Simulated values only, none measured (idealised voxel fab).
The following process module bears the name voxel gate over fins.
Square cells of 5 nm make up the cross-section cut, whose width is 205 nm.
This document writes a cross-section as a grid whose cells are square, and gives it as bands, listed from the top down; one or more rows of cells form a band.
Band: top and bottom heights (nm) first, top before bottom; then materials from left to right, widths in nm. "edge to edge" marks a sole material filling the band edge to edge. "air" denotes empty space.
Height 0 is the level under which the wafer as received is all one material. The lowest band goes on downwards, as in "0 -> down".
Graded width ("30 to 40"): value in top row of band = first number; value in bottom row = second number; row-to-row change constant.
Basically "identical to before" means that step didn't change any cell in the cross-section.
Voids not open to the top, 8 cells minimum: see "Closed void list". Written width x height at distance; distance is from the left edge; nm.
Text after the settings on a step's line: the simulator's own remark on that step.
Each step line may optionally specify "overlay nm", which for a step with a mask gives the rightward distance between the mask's planned place and where it lay, a negative value indicating the leftward direction.

Set out below are the planned steps of the process:
1,op RECEIVE | material Si
2,op CONFORMAL_DEP | material SiN | thk nm 10
3,op PATTERN | tone cover | mask id FINS | material resist | width nm 15 | pitch nm 35 | thk nm 15 | overlay nm 0
4,op DIRECTIONAL_ETCH | etch materials SiN | depth nm 10
5,op DIRECTIONAL_ETCH | etch materials Si | depth nm 35
6,op STRIP | etch materials resist
7,op FILL_DEP | material SiO2 | thk nm 10
8,op CMP | height nm 10
9,op SELECTIVE_ETCH | etch materials SiO2 | depth nm 20
10,op STRIP | etch materials SiN
11,op CONFORMAL_DEP | material HfO2 | thk nm 5
12,op CONFORMAL_DEP | material TiN | thk nm 5
13,op FILL_DEP | material W | thk nm 15
14,op CMP | height nm 20
15,op CONFORMAL_DEP | material SiCN | thk nm 10

As-received state of the wafer in cross-section, equivalent to post-step 1:
  0 -> down | Si edge to edge
  Closed void list: none

Starting structure and process plan are as shown above, but one mistake was made in running the module; the wafer cross-section at the end of the module follows:
  30 -> 20 | SiCN edge to edge
  20 -> 10 | W edge to edge
  10 -> 5 | W=30, then TiN=145, then W=30
  5 -> 0 | W=30, then TiN=5, then HfO2=30, then TiN=5, then HfO2=30, then TiN=5, then HfO2=30, then TiN=5, then HfO2=30, then TiN=5, then W=30
  0 -> -5 | TiN=35, then HfO2=5, then Si=20, then HfO2=5, then TiN=5, then HfO2=5, then Si=20, then HfO2=5, then TiN=5, then HfO2=5, then Si=20, then HfO2=5, then TiN=5, then HfO2=5, then Si=20, then HfO2=5, then TiN=35
  -5 -> -10 | HfO2=40, then Si=20, then HfO2=15, then Si=20, then HfO2=15, then Si=20, then HfO2=15, then Si=20, then HfO2=40
  -10 -> -35 | SiO2=40, then Si=20, then SiO2=15, then Si=20, then SiO2=15, then Si=20, then SiO2=15, then Si=20, then SiO2=40
  -35 -> down | Si edge to edge
  Closed void list: none
Plan not followed: not per plan at step 3, really ran op PATTERN | tone cover | mask id FINS | material resist | width nm 20 | pitch nm 35 | thk nm 15 | overlay nm 0
